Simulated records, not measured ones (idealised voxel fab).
Proc. module: voxel capacitor over wiring
cross-section cut | 255 nm wide | cells 5 nm
For the purposes of this document, a cross-section shall be understood as a grid of square cells, specified as bands listed in top-to-bottom order, each band consisting of one or more rows of cells. Heads up on the band format: heights come first, top then bottom, in nm. After that it's the materials left to right, each with its width in nm. A single material flagged "full width" fills the whole band edge to edge, and "blank" means there's empty space there. Heights are measured from 0, the level below which the as-received wafer is all one material; the lowest band has no bottom and continues downward, written as in "0..down". Note: "30->40" means the width goes from the first number (top row of the band) to the second number (bottom row) in equal steps per row of cells. "no alteration" -> step changed no cross-section cell. Empty spaces counting at least 8 cells and having no open way to the top are listed in "Enclosed void inventory". The notation width x height at distance is used for each, the distance being from the left edge and all three values in nm. On each step's line, the part that comes after the settings is the simulator's own comment on the step. The "overlay nm" setting may appear on a step's line; for a step that uses a mask, it gives how far to the right of its planned position the mask lay, and a negative value indicates the left.
# The process steps that were planned are listed below
1) RECEIVE,material Si
2) CONFORMAL_DEP,material SiO2,thk nm 15
3) CONFORMAL_DEP,material SiN,thk nm 5
4) DIRECTIONAL_DEP,material lowk,thk nm 15
5) PATTERN,tone open,mask id METAL_1,material resist,width nm 30,pitch nm 90,thk nm 15,overlay nm 0
6) DIRECTIONAL_ETCH,etch materials lowk,depth nm 15
7) DIRECTIONAL_ETCH,etch materials SiN,depth nm 5
8) STRIP,etch materials resist
9) CONFORMAL_DEP,material TiN,thk nm 5
10) FILL_DEP,material Ru,thk nm 10
11) CMP,height nm 35
12) CONFORMAL_DEP,material SiCN,thk nm 5
13) DIRECTIONAL_DEP,material lowk,thk nm 10
14) MASKED_ETCH,tone open,mask id PLUG_1,width nm 15,etch materials lowk,depth nm 10,overlay nm 0
15) MASKED_ETCH,tone open,mask id PLUG_1,width nm 15,etch materials SiCN,depth nm 5,overlay nm 0
16) CONFORMAL_DEP,material TiN,thk nm 5
17) FILL_DEP,material Ru,thk nm 5
18) CMP,height nm 50
19) DIRECTIONAL_DEP,material TiN,thk nm 5
20) DIRECTIONAL_DEP,material HfO2,thk nm 5
21) DIRECTIONAL_DEP,material TiN,thk nm 5
22) PATTERN,tone cover,mask id UPPER_PLATE,material resist,width nm 65,thk nm 15,overlay nm 0
23) DIRECTIONAL_ETCH,etch materials TiN,depth nm 5
24) DIRECTIONAL_ETCH,etch materials HfO2,depth nm 5
25) STRIP,etch materials resist
26) MASKED_ETCH,tone cover,mask id LOWER_PLATE,width nm 75,etch materials TiN,depth nm 5,overlay nm 0
27) FILL_DEP,material SiO2,thk nm 15
28) CMP,height nm 75
29) PATTERN,tone open,mask id PLUG_2,material resist,width nm 15,thk nm 15,overlay nm 0
30) DIRECTIONAL_ETCH,etch materials SiO2,depth nm 10
31) STRIP,etch materials resist
32) CONFORMAL_DEP,material TiN,thk nm 5
33) FILL_DEP,material Cu,thk nm 5
34) CMP,height nm 75
35) CONFORMAL_DEP,material SiCN,thk nm 5
# As-received state of the wafer in cross-section, equivalent to post-step 1
- 0..down  Si full width
- Enclosed void inventory: none
# This is how the wafer looks in cross-section once the module is done, given the starting state and plan above and one mistake in carrying the plan out
- 80..75  SiCN full width
- 75..70  SiO2=90; TiN=5; Cu=5; TiN=5; SiO2=150
- 70..60  SiO2=90->80; TiN=15->65; SiO2=150->110
- 60..55  SiO2=80; HfO2=65; SiO2=110
- 55..50  SiO2=75; TiN=75; SiO2=105
- 50..40  lowk=80; TiN=5; Ru=5; TiN=5; lowk=160
- 40..35  SiCN=80; TiN=15; SiCN=160
- 35..25  lowk=65; TiN=5; Ru=20; TiN=5; lowk=60; TiN=5; Ru=20; TiN=5; lowk=70
- 25..20  lowk=65; TiN=30; lowk=60; TiN=30; lowk=70
- 20..15  lowk full width
- 15..0  SiO2 full width
- 0..down  Si full width
- Enclosed void inventory: none
The mistake made against the process plan was this: off-plan run, step 3, actual operation and settings CONFORMAL_DEP,material lowk,thk nm 5
